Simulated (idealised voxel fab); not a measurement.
Process module heading - voxel wiring stack
195 nm wide, 5 nm square cells: that's cross-section cut.
For the purposes of this document, a cross-section shall be understood as a grid of square cells, specified as bands listed in top-to-bottom order, each band consisting of one or more rows of cells. Look at the band entry: it leads with the top's height and the bottom's height in nm. Then it lists the materials left to right, with a width in nm for each. The word "all across" on a single material says that material fills the band edge to edge. The word "air" is empty space. The level at which height equals 0 is the one under which the wafer, as it arrives, is entirely one material. No lower edge exists for the bottom band, which continues downward and is notated as in "0..down". Read "30..40" as a graded width: first number on top, second number at the bottom, same change between each pair of neighbouring rows. Where a step carries "remained the same", the cross-section came out of it unchanged, cell for cell. Enclosed voids (no open way to top), threshold 8 cells or more, entry "Sealed void listing", notation width x height at distance, distance from left edge, nm. The remark found on a step's line after its settings is issued by the simulator itself and pertains to that step. overlay nm: how far to the right of its planned place the mask lay on this masked step (negative: to the left).

**Steps in the process plan**
| 1 | RECEIVE [material Si] |
| 2 | CONFORMAL_DEP [material SiO2] [thk nm 15] |
| 3 | DIRECTIONAL_DEP [material TiN] [thk nm 5] |
| 4 | DIRECTIONAL_DEP [material Ru] [thk nm 25] |
| 5 | PATTERN [tone cover] [mask id METAL_1] [material resist] [width nm 30] [pitch nm 45] [thk nm 20] [overlay nm 0] |
| 6 | DIRECTIONAL_ETCH [etch materials Ru] [depth nm 25] |
| 7 | DIRECTIONAL_ETCH [etch materials TiN] [depth nm 5] |
| 8 | STRIP [etch materials resist] |
| 9 | CONFORMAL_DEP [material SiN] [thk nm 5] |
| 10 | FILL_DEP [material lowk] [thk nm 10] |
| 11 | CMP [height nm 45] |
| 12 | CONFORMAL_DEP [material SiCN] [thk nm 5] |
| 13 | DIRECTIONAL_DEP [material lowk] [thk nm 15] |
| 14 | PATTERN [tone open] [mask id PLUG_1] [material resist] [width nm 15] [pitch nm 90] [thk nm 15] [overlay nm 0] |
| 15 | DIRECTIONAL_ETCH [etch materials lowk] [depth nm 15] |
| 16 | DIRECTIONAL_ETCH [etch materials SiCN] [depth nm 5] |
| 17 | STRIP [etch materials resist] |
| 18 | CONFORMAL_DEP [material TiN] [thk nm 5] |
| 19 | FILL_DEP [material Cu] [thk nm 10] |
| 20 | CMP [height nm 65] |
| 21 | CONFORMAL_DEP [material SiCN] [thk nm 5] |
| 22 | DIRECTIONAL_DEP [material SiO2] [thk nm 15] |
| 23 | MASKED_ETCH [tone open] [mask id METAL_2] [width nm 30] [pitch nm 45] [etch materials SiO2] [depth nm 15] [overlay nm 0] |
| 24 | MASKED_ETCH [tone open] [mask id METAL_2] [width nm 30] [pitch nm 45] [etch materials SiCN] [depth nm 5] [overlay nm 0] |
| 25 | CONFORMAL_DEP [material TiN] [thk nm 5] |
| 26 | FILL_DEP [material W] [thk nm 5] |
| 27 | CMP [height nm 85] |
| 28 | CONFORMAL_DEP [material SiCN] [thk nm 5] |
| 29 | DIRECTIONAL_DEP [material lowk] [thk nm 35] |
| 30 | PATTERN [tone open] [mask id METAL_3] [material resist] [width nm 30] [pitch nm 45] [thk nm 15] [overlay nm 0] |
| 31 | DIRECTIONAL_ETCH [etch materials lowk] [depth nm 20] |
| 32 | STRIP [etch materials resist] |
| 33 | PATTERN [tone open] [mask id METAL_3_HOLES] [material resist] [width nm 15] [pitch nm 90] [thk nm 20] [overlay nm 0] |
| 34 | DIRECTIONAL_ETCH [etch materials lowk] [depth nm 15] |
| 35 | DIRECTIONAL_ETCH [etch materials SiCN] [depth nm 5] |
| 36 | STRIP [etch materials resist] |
| 37 | CONFORMAL_DEP [material TiN] [thk nm 5] |
| 38 | FILL_DEP [material Cu] [thk nm 10] |
| 39 | CMP [height nm 125] |
| 40 | CONFORMAL_DEP [material SiCN] [thk nm 5] |

**Cross-section of the wafer upon arrival, representing the state reached after step 1**
  0..down  Si all across
  Sealed void listing: none

**What the wafer looks like in cross-section after this module, when it starts as shown above and follows the plan above but one mistake is made in running it**
  130..125  SiCN all across
  125..110  35 of lowk  5 of TiN  20 of Cu  5 of TiN  15 of lowk  5 of TiN  20 of Cu  5 of TiN  15 of lowk  5 of TiN  20 of Cu  5 of TiN  40 of lowk
  110..105  35 of lowk  5 of TiN  5 of Cu  20 of TiN  15 of lowk  30 of TiN  15 of lowk  5 of TiN  5 of Cu  20 of TiN  40 of lowk
  105..90  35 of lowk  5 of TiN  5 of Cu  5 of TiN  75 of lowk  5 of TiN  5 of Cu  5 of TiN  55 of lowk
  90..85  35 of SiCN  15 of TiN  75 of SiCN  15 of TiN  55 of SiCN
  85..80  35 of SiCN  30 of TiN  15 of SiCN  30 of TiN  15 of SiCN  30 of TiN  40 of SiCN
  80..70  Cu all across
  70..65  40 of TiN  5 of Cu  85 of TiN  5 of Cu  60 of TiN
  65..50  35 of lowk  5 of TiN  5 of Cu  5 of TiN  75 of lowk  5 of TiN  5 of Cu  5 of TiN  55 of lowk
  50..45  35 of SiCN  15 of TiN  75 of SiCN  15 of TiN  55 of SiCN
  45..20  30 of lowk  5 of SiN  30 of Ru  5 of SiN  5 of lowk  5 of SiN  30 of Ru  5 of SiN  5 of lowk  5 of SiN  30 of Ru  5 of SiN  35 of lowk
  20..15  35 of SiN  30 of TiN  15 of SiN  30 of TiN  15 of SiN  30 of TiN  40 of SiN
  15..0  SiO2 all across
  0..down  Si all across
  Sealed void listing: none
Heads up, the wafer didn't run the way we planned it: step 20 of the plan was bypassed and not carried out
